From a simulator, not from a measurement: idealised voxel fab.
process module | voxel air gaps
cross-section cut | 290 nm wide | cells 5 nm
A cross-section is a grid of square cells, given in bands from the top down. A band is one or more rows of cells.
Each band's line starts with the height of the band's top and of its bottom, in nm. Then come its materials from left to right, each with its width in nm. One material with "throughout" fills the band from edge to edge. "air" is empty space.
Height 0 is the level under which the wafer as received is all one material. The lowest band goes on downwards, as in "0 down".
A width such as "30 to 40" changes by the same amount from each row of cells to the next, from the band's top row to its bottom row.
"no change" after a step means that no cell of the cross-section changed.
closed voids: empty space of 8 cells or more with no open way to the top, each as width x height at its distance from the left edge, in nm
after a step's settings: what the simulator itself notes on the step
overlay nm, on a step with a mask: how far to the right of its planned place the mask lay; to the left if negative
plan
1 op RECEIVE | material Si
2 op CONFORMAL_DEP | material SiO2 | thk nm 15
3 op CONFORMAL_DEP | material SiCN | thk nm 5
4 op DIRECTIONAL_DEP | material SiO2 | thk nm 40
5 op DIRECTIONAL_DEP | material aC | thk nm 15
6 op PATTERN | tone open | mask id LINES | material resist | width nm 20 | pitch nm 45 | thk nm 30 | overlay nm 0
7 op DIRECTIONAL_ETCH | etch materials aC | depth nm 15
8 op STRIP | etch materials resist
9 op DIRECTIONAL_ETCH | etch materials SiO2 | depth nm 40
10 op STRIP | etch materials aC
11 op CONFORMAL_DEP | material TiN | thk nm 5
12 op FILL_DEP | material W | thk nm 5
13 op CMP | height nm 60
14 op EPI | material Ru | thk nm 10
15 op SELECTIVE_ETCH | etch materials SiO2 | depth nm 50
16 op CONFORMAL_DEP | material SiCN | thk nm 5
as received, after step 1
  0 down: Si throughout
  closed voids: none
first wafer at the end, as planned
  75 to 70: air 50 | SiCN 185 | air 55
  70 to 60: air 50 | SiCN 5 | Ru 40 | SiCN 5 | Ru 40 | SiCN 5 | Ru 40 | SiCN 5 | Ru 40 | SiCN 5 | air 55
  60 to 55: air 50 | SiCN 15 | TiN 5 | W 10 | TiN 5 | SiCN 25 | TiN 5 | W 10 | TiN 5 | SiCN 25 | TiN 5 | W 10 | TiN 5 | SiCN 25 | TiN 5 | W 10 | TiN 5 | SiCN 15 | air 55
  55 to 25: air 60 | SiCN 5 | TiN 5 | W 10 | TiN 5 | SiCN 5 | air 15 | SiCN 5 | TiN 5 | W 10 | TiN 5 | SiCN 5 | air 15 | SiCN 5 | TiN 5 | W 10 | TiN 5 | SiCN 5 | air 15 | SiCN 5 | TiN 5 | W 10 | TiN 5 | SiCN 5 | air 65
  25 to 20: SiCN 65 | TiN 20 | SiCN 25 | TiN 20 | SiCN 25 | TiN 20 | SiCN 25 | TiN 20 | SiCN 70
  20 to 15: SiCN throughout
  15 to 0: SiO2 throughout
  0 down: Si throughout
  closed voids: 15 x 30 at 90; 15 x 30 at 135; 15 x 30 at 180
second wafer at the end: like start, like plan, one mistake
  75 to 60: air 50 | Ru 185 | air 55
  60 to 55: air 50 | Ru 15 | TiN 5 | W 10 | TiN 5 | Ru 25 | TiN 5 | W 10 | TiN 5 | Ru 25 | TiN 5 | W 10 | TiN 5 | Ru 25 | TiN 5 | W 10 | TiN 5 | Ru 15 | air 55
  55 to 25: air 60 | Ru 5 | TiN 5 | W 10 | TiN 5 | Ru 5 | air 15 | Ru 5 | TiN 5 | W 10 | TiN 5 | Ru 5 | air 15 | Ru 5 | TiN 5 | W 10 | TiN 5 | Ru 5 | air 15 | Ru 5 | TiN 5 | W 10 | TiN 5 | Ru 5 | air 65
  25 to 20: Ru 65 | TiN 20 | Ru 25 | TiN 20 | Ru 25 | TiN 20 | Ru 25 | TiN 20 | Ru 70
  20 to 15: SiCN throughout
  15 to 0: SiO2 throughout
  0 down: Si throughout
  closed voids: 15 x 30 at 90; 15 x 30 at 135; 15 x 30 at 180
what went wrong: step 16 ran as: op CONFORMAL_DEP | material Ru | thk nm 5
at the end the second wafer has, in cells: 158 more of Ru | 158 fewer of SiCN
